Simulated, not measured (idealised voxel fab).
Presented below is a process module, voxel tone inversion.
Shown is cross-section cut, with a width of 260 nm and square cells of size 5 nm.
Reading order for cross-sections: top band down to bottom band. Underlying form: a grid of square cells. Band size: one or more rows of cells.
Per band: top height and bottom height in nm, followed by the left-to-right materials and their widths in nm; "throughout" marks a single material spanning edge to edge, "air" marks empty space.
For the purposes of this specification, 0 denotes the height below which the wafer in its as-received condition is composed wholly of one material, and the lowermost band, lacking a lower limit, extends downward without end, as expressed in "0..down".
Width: "30..40" (first number = top row, second number = bottom row, same change from row to row of cells).
You'll sometimes find "nothing altered" written for a step, and that's the way of saying that nowhere in the cross-section did a cell change during that step.
In "Voids, enclosed" the enclosed voids are listed, meaning empty spaces of 8 cells or larger without any opening to the top. The form is width x height at distance, distance from the left edge, units nm.
On each step's line, the part that comes after the settings is the simulator's own comment on the step.
"overlay nm" on a masked step: distance the mask lay right of its planned place, negative for left.

## Listed below are the process steps as planned
1: op RECEIVE | material Si
2: op CONFORMAL_DEP | material SiN | thk nm 10
3: op DIRECTIONAL_DEP | material aC | thk nm 25
4: op PATTERN | tone cover | mask id POSTS | material resist | width nm 25 | pitch nm 50 | thk nm 30 | overlay nm 0
5: op DIRECTIONAL_ETCH | etch materials aC | depth nm 25
6: op STRIP | etch materials resist
7: op FILL_DEP | material SiO2 | thk nm 5
8: op CMP | height nm 35
9: op STRIP | etch materials aC

## So, the first of our two wafers, run just as we planned it

## as received, after step 1
    0..down = Si throughout
    Voids, enclosed: none

## Take a look at the wafer's cross-section after step 2
    10..0 = SiN throughout
    Whatever lies below 0 is exactly as it was before.

## Take a look at the wafer's cross-section after step 3
    35..10 = aC throughout
    Whatever lies below 10 is exactly as it was before.

## Take a look at the wafer's cross-section after step 4
    65..35 = air 65 / resist 25 / air 25 / resist 25 / air 25 / resist 25 / air 70
    Whatever lies below 35 is exactly as it was before.

## Take a look at the wafer's cross-section after step 5
    40..35 = air 65 / resist 25 / air 25 / resist 25 / air 25 / resist 25 / air 70
    35..10 = air 65 / aC 25 / air 25 / aC 25 / air 25 / aC 25 / air 70
    Whatever lies below 10 is exactly as it was before.

## Take a look at the wafer's cross-section after step 6
    35..10 = air 65 / aC 25 / air 25 / aC 25 / air 25 / aC 25 / air 70
    Whatever lies below 10 is exactly as it was before.

## Take a look at the wafer's cross-section after step 7
    40..35 = SiO2 throughout
    35..10 = SiO2 65 / aC 25 / SiO2 25 / aC 25 / SiO2 25 / aC 25 / SiO2 70
    Whatever lies below 10 is exactly as it was before.

## Take a look at the wafer's cross-section after step 8
    35..10 = SiO2 65 / aC 25 / SiO2 25 / aC 25 / SiO2 25 / aC 25 / SiO2 70
    Whatever lies below 10 is exactly as it was before.

## Take a look at the wafer's cross-section after step 9
    35..10 = SiO2 65 / air 25 / SiO2 25 / air 25 / SiO2 25 / air 25 / SiO2 70
    Whatever lies below 10 is exactly as it was before.

## Companion wafer, the second of two: same beginning, same intended sequence, one mistake in carrying it out; through step 3 inclusive it tracks the first exactly

## Second wafer cross-section, taken as of the time the plan sets for step 4 to be done
    65..35 = resist 65 / air 25 / resist 25 / air 25 / resist 25 / air 25 / resist 70
    Whatever lies below 35 is exactly as it was before.

## Second wafer cross-section, taken as of the time the plan sets for step 5 to be done
    40..35 = resist 65 / air 25 / resist 25 / air 25 / resist 25 / air 25 / resist 70
    35..10 = aC 65 / air 25 / aC 25 / air 25 / aC 25 / air 25 / aC 70
    Whatever lies below 10 is exactly as it was before.

## Second wafer cross-section, taken as of the time the plan sets for step 6 to be done
    35..10 = aC 65 / air 25 / aC 25 / air 25 / aC 25 / air 25 / aC 70
    Whatever lies below 10 is exactly as it was before.

## Second wafer cross-section, taken as of the time the plan sets for step 7 to be done
    40..35 = SiO2 throughout
    35..10 = aC 65 / SiO2 25 / aC 25 / SiO2 25 / aC 25 / SiO2 25 / aC 70
    Whatever lies below 10 is exactly as it was before.

## Second wafer cross-section, taken as of the time the plan sets for step 8 to be done
    35..10 = aC 65 / SiO2 25 / aC 25 / SiO2 25 / aC 25 / SiO2 25 / aC 70
    Whatever lies below 10 is exactly as it was before.

## Second wafer cross-section, taken as of the time the plan sets for step 9 to be done
    35..10 = air 65 / SiO2 25 / air 25 / SiO2 25 / air 25 / SiO2 25 / air 70
    Whatever lies below 10 is exactly as it was before.
Heads up, the wafer didn't run the way we planned it: the process deviated at step 4: the operation and settings actually run there were op PATTERN | tone open | mask id POSTS | material resist | width nm 25 | pitch nm 50 | thk nm 30 | overlay nm 0
Wafer comparison, final, in cells, second relative to first, materials more or fewer: 110 fewer of SiO2
